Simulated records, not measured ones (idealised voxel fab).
process module | voxel capacitor over wiring
cross-section cut | 255 nm wide | cells 5 nm
A cross-section is a grid of square cells, given in bands from the top down. A band is one or more rows of cells.
Each band's line starts with the height of the band's top and of its bottom, in nm. Then come its materials from left to right, each with its width in nm. One material with "throughout" fills the band from edge to edge. "air" is empty space.
Height 0 is the level under which the wafer as received is all one material. The lowest band goes on downwards, as in "0 down".
A width such as "30 to 40" changes by the same amount from each row of cells to the next, from the band's top row to its bottom row.
"no change" after a step means that no cell of the cross-section changed.
closed voids: empty space of 8 cells or more with no open way to the top, each as width x height at its distance from the left edge, in nm
after a step's settings: what the simulator itself notes on the step
overlay nm, on a step with a mask: how far to the right of its planned place the mask lay; to the left if negative
plan
1 op RECEIVE | material Si
2 op CONFORMAL_DEP | material SiO2 | thk nm 15
3 op DIRECTIONAL_DEP | material TiN | thk nm 5
4 op DIRECTIONAL_DEP | material Ru | thk nm 25
5 op MASKED_ETCH | tone cover | mask id METAL_1 | width nm 20 | pitch nm 85 | etch materials Ru | depth nm 25 | overlay nm 0
6 op MASKED_ETCH | tone cover | mask id METAL_1 | width nm 20 | pitch nm 85 | etch materials TiN | depth nm 5 | overlay nm -15
7 op FILL_DEP | material SiO2 | thk nm 10
8 op CMP | height nm 45
9 op CONFORMAL_DEP | material SiCN | thk nm 5
10 op DIRECTIONAL_DEP | material SiO2 | thk nm 20
11 op DIRECTIONAL_DEP | material aC | thk nm 10
12 op PATTERN | tone open | mask id PLUG_1 | material resist | width nm 15 | thk nm 30 | overlay nm 0
13 op DIRECTIONAL_ETCH | etch materials aC | depth nm 10
14 op STRIP | etch materials resist
15 op DIRECTIONAL_ETCH | etch materials SiO2 | depth nm 20
16 op DIRECTIONAL_ETCH | etch materials SiCN | depth nm 5
17 op STRIP | etch materials aC
18 op EPI | material Ru | thk nm 10
19 op EPI | material Ru | thk nm 10
20 op EPI | material Ru | thk nm 5
21 op DIRECTIONAL_DEP | material TiN | thk nm 5
22 op DIRECTIONAL_DEP | material HfO2 | thk nm 5
23 op DIRECTIONAL_DEP | material TiN | thk nm 5
24 op MASKED_ETCH | tone cover | mask id UPPER_PLATE | width nm 70 | etch materials TiN | depth nm 5 | overlay nm 0
25 op MASKED_ETCH | tone cover | mask id UPPER_PLATE | width nm 70 | etch materials HfO2 | depth nm 5 | overlay nm 0
26 op MASKED_ETCH | tone cover | mask id LOWER_PLATE | width nm 80 | etch materials TiN | depth nm 5 | overlay nm 0
27 op FILL_DEP | material SiO2 | thk nm 15
28 op CMP | height nm 95
29 op PATTERN | tone open | mask id PLUG_2 | material resist | width nm 15 | thk nm 15 | overlay nm 0
30 op DIRECTIONAL_ETCH | etch materials SiO2 | depth nm 10
31 op STRIP | etch materials resist
32 op CONFORMAL_DEP | material TiN | thk nm 5
33 op FILL_DEP | material Ru | thk nm 10
34 op CMP | height nm 95
35 op CONFORMAL_DEP | material SiCN | thk nm 5
varied across the wafers: overlay nm of step 6. The plan shows the first wafer's value. All wafers start alike
first wafer as received, after step 1
  0 down: Si throughout
  closed voids: none
first wafer at the end, after step 35
  100 to 95: SiCN throughout
  95 to 90: SiO2 90 | TiN 5 | Ru 5 | TiN 5 | SiO2 150
  90 to 80: SiO2 90 to 80 | TiN 15 to 70 | SiO2 150 to 105
  80 to 75: SiO2 80 | HfO2 70 | SiO2 105
  75 to 70: SiO2 75 | TiN 80 | SiO2 100
  70 to 50: SiO2 80 | Ru 15 | SiO2 160
  50 to 45: SiCN 80 | Ru 15 | SiCN 160
  45 to 20: SiO2 75 | Ru 20 | SiO2 65 | Ru 20 | SiO2 75
  20 to 15: SiO2 60 | TiN 35 | SiO2 50 | TiN 35 | SiO2 75
  15 to 0: SiO2 throughout
  0 down: Si throughout
  closed voids: none
last wafer at the end
  100 to 95: SiCN throughout
  95 to 90: SiO2 90 | TiN 5 | Ru 5 | TiN 5 | SiO2 150
  90 to 80: SiO2 90 to 80 | TiN 15 to 70 | SiO2 150 to 105
  80 to 75: SiO2 80 | HfO2 70 | SiO2 105
  75 to 70: SiO2 75 | TiN 80 | SiO2 100
  70 to 50: SiO2 80 | Ru 15 | SiO2 160
  50 to 45: SiCN 80 | Ru 15 | SiCN 160
  45 to 20: SiO2 75 | Ru 20 | SiO2 65 | Ru 20 | SiO2 75
  20 to 15: SiO2 75 | TiN 35 | SiO2 50 | TiN 35 | SiO2 60
  15 to 0: SiO2 throughout
  0 down: Si throughout
  closed voids: none
each wafer at the end: cells of each material gained (+) or lost (-) since it was received, then its closed voids
overlay nm -15 | +14 HfO2 | +56 Ru | +99 SiCN | +802 SiO2 | +49 TiN | closed voids: none
overlay nm -10 | +14 HfO2 | +56 Ru | +99 SiCN | +804 SiO2 | +47 TiN | closed voids: none
overlay nm -5 | +14 HfO2 | +56 Ru | +99 SiCN | +806 SiO2 | +45 TiN | closed voids: none
overlay nm 0 | +14 HfO2 | +56 Ru | +99 SiCN | +808 SiO2 | +43 TiN | closed voids: none
overlay nm 5 | +14 HfO2 | +56 Ru | +99 SiCN | +806 SiO2 | +45 TiN | closed voids: none
overlay nm 10 | +14 HfO2 | +56 Ru | +99 SiCN | +804 SiO2 | +47 TiN | closed voids: none
overlay nm 15 | +14 HfO2 | +56 Ru | +99 SiCN | +802 SiO2 | +49 TiN | closed voids: none
